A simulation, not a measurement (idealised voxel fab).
Presented below is a process module, voxel self aligned contacts.
Displayed cross-section: cut, width of 245 nm, square cells sized 5 nm.
In what follows, cross-sections appear as grids of square cells, described through bands that run from the top down, where every band is one or more rows of cells.
The entry gives the band's vertical extent as a top height and a bottom height in nm, then its horizontal make-up as materials from left to right, each with a width in nm. "blank" stands for empty space; a single material marked "full width" fills the band edge to edge.
Heights are measured from 0, the level below which the as-received wafer is all one material; the lowest band has no bottom and continues downward, written as in "0 -> down".
With a width like "30 to 40", each row of cells in the band differs from the next by the same amount, the top row carrying the first number and the bottom row the second.
Reading "remained the same" for a step: not a cell of the cross-section changed in it.
You'll see "Non-vented voids" listing empty spaces that have no way open to the top, as long as they're 8 cells or more; the notation is width x height at distance, where the distance is from the left edge, and all of it is in nm.
That trailing text on a step's line, after the settings, is the simulator's own remark on the step.
overlay nm: how far to the right of its planned place the mask lay on this masked step (negative: to the left).

# Planned process steps
1. RECEIVE (material Si)
2. CONFORMAL_DEP (material SiO2; thk nm 5)
3. DIRECTIONAL_DEP (material polySi; thk nm 30)
4. DIRECTIONAL_DEP (material SiN; thk nm 20)
5. PATTERN (tone cover; mask id GATE; material resist; width nm 30; pitch nm 70; thk nm 20; overlay nm 0)
6. DIRECTIONAL_ETCH (etch materials SiN; depth nm 20)
7. DIRECTIONAL_ETCH (etch materials polySi; depth nm 30)
8. STRIP (etch materials resist)
9. CONFORMAL_DEP (material SiN; thk nm 10)
10. DIRECTIONAL_ETCH (etch materials SiN; depth nm 10)
11. FILL_DEP (material SiO2; thk nm 10)
12. CMP (height nm 60)
13. PATTERN (tone open; mask id CONTACT; material resist; width nm 50; pitch nm 70; thk nm 20; overlay nm -15)
14. DIRECTIONAL_ETCH (etch materials SiO2; depth nm 60)
15. STRIP (etch materials resist)
16. CONFORMAL_DEP (material TiN; thk nm 5)
17. FILL_DEP (material Ru; thk nm 5)
18. CMP (height nm 60)
19. CONFORMAL_DEP (material SiCN; thk nm 5)
What sets these wafers apart? The overlay nm at step 13. They all start alike, and the plan carries the first wafer's value.

# The first of several wafers in cross-section, exactly as it reached us after step 1
	0 -> down | Si full width
	Non-vented voids: none

# first wafer at the end, after step 19
	65 -> 60 | SiCN full width
	60 -> 55 | 45 SiO2 / 35 TiN / 10 Ru / 5 TiN / 20 SiO2 / 35 TiN / 10 Ru / 5 TiN / 80 SiO2
	55 -> 35 | 25 SiO2 / 50 SiN / 5 TiN / 10 Ru / 5 TiN / 50 SiN / 5 TiN / 10 Ru / 5 TiN / 50 SiN / 30 SiO2
	35 -> 5 | 25 SiO2 / 10 SiN / 30 polySi / 10 SiN / 5 TiN / 10 Ru / 5 TiN / 10 SiN / 30 polySi / 10 SiN / 5 TiN / 10 Ru / 5 TiN / 10 SiN / 30 polySi / 10 SiN / 30 SiO2
	5 -> 0 | 75 SiO2 / 20 TiN / 50 SiO2 / 20 TiN / 80 SiO2
	0 -> down | Si full width
	Non-vented voids: none

# End of module: cross-section, last of several wafers
	65 -> 60 | SiCN full width
	60 -> 55 | 75 SiO2 / 5 TiN / 10 Ru / 35 TiN / 20 SiO2 / 5 TiN / 10 Ru / 35 TiN / 50 SiO2
	55 -> 35 | 25 SiO2 / 50 SiN / 5 TiN / 10 Ru / 5 TiN / 50 SiN / 5 TiN / 10 Ru / 5 TiN / 50 SiN / 30 SiO2
	35 -> 5 | 25 SiO2 / 10 SiN / 30 polySi / 10 SiN / 5 TiN / 10 Ru / 5 TiN / 10 SiN / 30 polySi / 10 SiN / 5 TiN / 10 Ru / 5 TiN / 10 SiN / 30 polySi / 10 SiN / 30 SiO2
	5 -> 0 | 75 SiO2 / 20 TiN / 50 SiO2 / 20 TiN / 80 SiO2
	0 -> down | Si full width
	Non-vented voids: none

# Each row below is a wafer at the end of the module, listing for every material the number of cells it has gained (+) or lost (-) since it was received, followed by its closed voids
overlay nm -15; +44 Ru; +49 SiCN; +192 SiN; +180 SiO2; +64 TiN; +108 polySi; Non-vented voids: none
overlay nm -10; +44 Ru; +49 SiCN; +192 SiN; +180 SiO2; +64 TiN; +108 polySi; Non-vented voids: none
overlay nm -5; +44 Ru; +49 SiCN; +192 SiN; +180 SiO2; +64 TiN; +108 polySi; Non-vented voids: none
overlay nm 0; +44 Ru; +49 SiCN; +192 SiN; +180 SiO2; +64 TiN; +108 polySi; Non-vented voids: none
overlay nm 5; +44 Ru; +49 SiCN; +192 SiN; +180 SiO2; +64 TiN; +108 polySi; Non-vented voids: none
overlay nm 10; +44 Ru; +49 SiCN; +192 SiN; +180 SiO2; +64 TiN; +108 polySi; Non-vented voids: none
overlay nm 15; +44 Ru; +49 SiCN; +192 SiN; +180 SiO2; +64 TiN; +108 polySi; Non-vented voids: none
